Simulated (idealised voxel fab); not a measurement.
process module | voxel ribs on slabs
cross-section cut | 290 nm wide | cells 5 nm
A cross-section is a grid of square cells, given in bands from the top down. A band is one or more rows of cells.
Each band's line starts with the height of the band's top and of its bottom, in nm. Then come its materials from left to right, each with its width in nm. One material with "throughout" fills the band from edge to edge. "air" is empty space.
Height 0 is the level under which the wafer as received is all one material. The lowest band goes on downwards, as in "0 down".
A width such as "30 to 40" changes by the same amount from each row of cells to the next, from the band's top row to its bottom row.
"no change" after a step means that no cell of the cross-section changed.
closed voids: empty space of 8 cells or more with no open way to the top, each as width x height at its distance from the left edge, in nm
after a step's settings: what the simulator itself notes on the step
overlay nm, on a step with a mask: how far to the right of its planned place the mask lay; to the left if negative
plan
1 op RECEIVE | material Si
2 op DIRECTIONAL_DEP | material SiO2 | thk nm 25
3 op DIRECTIONAL_DEP | material SiN | thk nm 15
4 op DIRECTIONAL_DEP | material aC | thk nm 15
5 op PATTERN | tone cover | mask id RIB | material resist | width nm 25 | thk nm 30 | overlay nm 0
6 op DIRECTIONAL_ETCH | etch materials aC | depth nm 15
7 op STRIP | etch materials resist
8 op DIRECTIONAL_ETCH | etch materials SiN | depth nm 10
9 op STRIP | etch materials aC
10 op DIRECTIONAL_DEP | material aC | thk nm 10
11 op PATTERN | tone cover | mask id SLAB | material resist | width nm 85 | thk nm 25 | overlay nm 0
12 op DIRECTIONAL_ETCH | etch materials aC | depth nm 10
13 op STRIP | etch materials resist
14 op DIRECTIONAL_ETCH | etch materials SiN | depth nm 5
15 op STRIP | etch materials aC
16 op FILL_DEP | material SiO2 | thk nm 15
17 op CMP | height nm 50
18 op DIRECTIONAL_DEP | material TiN | thk nm 10
19 op DIRECTIONAL_DEP | material aC | thk nm 15
20 op PATTERN | tone cover | mask id HEATER | material resist | width nm 35 | thk nm 30 | overlay nm 0
21 op DIRECTIONAL_ETCH | etch materials aC | depth nm 15
22 op STRIP | etch materials resist
23 op DIRECTIONAL_ETCH | etch materials TiN | depth nm 10
24 op STRIP | etch materials aC
25 op CONFORMAL_DEP | material SiN | thk nm 10
first wafer, as planned
as received, after step 1
  0 down: Si throughout
  closed voids: none
after step 2
  25 to 0: SiO2 throughout
  below 0: unchanged
after step 3
  40 to 25: SiN throughout
  below 25: unchanged
after step 4
  55 to 40: aC throughout
  below 40: unchanged
after step 5
  85 to 55: air 130 | resist 25 | air 135
  below 55: unchanged
after step 6
  70 to 55: air 130 | resist 25 | air 135
  55 to 40: air 130 | aC 25 | air 135
  below 40: unchanged
after step 7
  55 to 40: air 130 | aC 25 | air 135
  below 40: unchanged
after step 8
  55 to 40: air 130 | aC 25 | air 135
  40 to 30: air 130 | SiN 25 | air 135
  below 30: unchanged
after step 9
  40 to 30: air 130 | SiN 25 | air 135
  below 30: unchanged
after step 10
  50 to 40: air 130 | aC 25 | air 135
  40 to 30: aC 130 | SiN 25 | aC 135
  below 30: unchanged
after step 11
  75 to 50: air 100 | resist 85 | air 105
  50 to 40: air 100 | resist 30 | aC 25 | resist 30 | air 105
  below 40: unchanged
after step 12
  65 to 50: air 100 | resist 85 | air 105
  50 to 40: air 100 | resist 30 | aC 25 | resist 30 | air 105
  40 to 30: air 100 | aC 30 | SiN 25 | aC 30 | air 105
  below 30: unchanged
after step 13
  50 to 40: air 130 | aC 25 | air 135
  below 40: unchanged
after step 14
  50 to 40: air 130 | aC 25 | air 135
  40 to 30: air 100 | aC 30 | SiN 25 | aC 30 | air 105
  30 to 25: air 100 | SiN 85 | air 105
  below 25: unchanged
after step 15
  40 to 30: air 130 | SiN 25 | air 135
  below 30: unchanged
after step 16
  55 to 40: SiO2 throughout
  40 to 30: SiO2 130 | SiN 25 | SiO2 135
  30 to 25: SiO2 100 | SiN 85 | SiO2 105
  below 25: unchanged
after step 17
  50 to 40: SiO2 throughout
  below 40: unchanged
after step 18
  60 to 50: TiN throughout
  below 50: unchanged
after step 19
  75 to 60: aC throughout
  below 60: unchanged
after step 20
  105 to 75: air 125 | resist 35 | air 130
  below 75: unchanged
after step 21
  90 to 75: air 125 | resist 35 | air 130
  75 to 60: air 125 | aC 35 | air 130
  below 60: unchanged
after step 22
  75 to 60: air 125 | aC 35 | air 130
  below 60: unchanged
after step 23
  75 to 60: air 125 | aC 35 | air 130
  60 to 50: air 125 | TiN 35 | air 130
  below 50: unchanged
after step 24
  60 to 50: air 125 | TiN 35 | air 130
  below 50: unchanged
after step 25
  70 to 60: air 115 | SiN 55 | air 120
  60 to 50: SiN 125 | TiN 35 | SiN 130
  below 50: unchanged
second wafer: like start, like plan, one mistake. Through step 2 it matches the first wafer
when step 3 should have ended
  55 to 25: SiN throughout
  below 25: unchanged
when step 4 should have ended
  70 to 55: aC throughout
  below 55: unchanged
when step 5 should have ended
  100 to 70: air 130 | resist 25 | air 135
  below 70: unchanged
when step 6 should have ended
  85 to 70: air 130 | resist 25 | air 135
  70 to 55: air 130 | aC 25 | air 135
  below 55: unchanged
when step 7 should have ended
  70 to 55: air 130 | aC 25 | air 135
  below 55: unchanged
when step 8 should have ended
  70 to 55: air 130 | aC 25 | air 135
  55 to 45: air 130 | SiN 25 | air 135
  below 45: unchanged
when step 9 should have ended
  55 to 45: air 130 | SiN 25 | air 135
  below 45: unchanged
when step 10 should have ended
  65 to 55: air 130 | aC 25 | air 135
  55 to 45: aC 130 | SiN 25 | aC 135
  below 45: unchanged
when step 11 should have ended
  90 to 65: air 100 | resist 85 | air 105
  65 to 55: air 100 | resist 30 | aC 25 | resist 30 | air 105
  below 55: unchanged
when step 12 should have ended
  80 to 65: air 100 | resist 85 | air 105
  65 to 55: air 100 | resist 30 | aC 25 | resist 30 | air 105
  55 to 45: air 100 | aC 30 | SiN 25 | aC 30 | air 105
  below 45: unchanged
when step 13 should have ended
  65 to 55: air 130 | aC 25 | air 135
  below 55: unchanged
when step 14 should have ended
  65 to 55: air 130 | aC 25 | air 135
  55 to 45: air 100 | aC 30 | SiN 25 | aC 30 | air 105
  45 to 40: air 100 | SiN 85 | air 105
  below 40: unchanged
when step 15 should have ended
  55 to 45: air 130 | SiN 25 | air 135
  below 45: unchanged
when step 16 should have ended
  70 to 55: SiO2 throughout
  55 to 45: SiO2 130 | SiN 25 | SiO2 135
  45 to 40: SiO2 100 | SiN 85 | SiO2 105
  below 40: unchanged
when step 17 should have ended
  50 to 40: SiO2 130 to 100 | SiN 25 to 85 | SiO2 135 to 105
  below 40: unchanged
when step 18 should have ended
  60 to 50: TiN throughout
  below 50: unchanged
when step 19 should have ended
  75 to 60: aC throughout
  below 60: unchanged
when step 20 should have ended
  105 to 75: air 125 | resist 35 | air 130
  below 75: unchanged
when step 21 should have ended
  90 to 75: air 125 | resist 35 | air 130
  75 to 60: air 125 | aC 35 | air 130
  below 60: unchanged
when step 22 should have ended
  75 to 60: air 125 | aC 35 | air 130
  below 60: unchanged
when step 23 should have ended
  75 to 60: air 125 | aC 35 | air 130
  60 to 50: air 125 | TiN 35 | air 130
  below 50: unchanged
when step 24 should have ended
  60 to 50: air 125 | TiN 35 | air 130
  below 50: unchanged
when step 25 should have ended
  70 to 60: air 115 | SiN 55 | air 120
  60 to 50: SiN 125 | TiN 35 | SiN 130
  below 50: unchanged
what went wrong: step 3 was run twice
at the end the second wafer has, in cells: 169 more of SiN | 169 fewer of SiO2
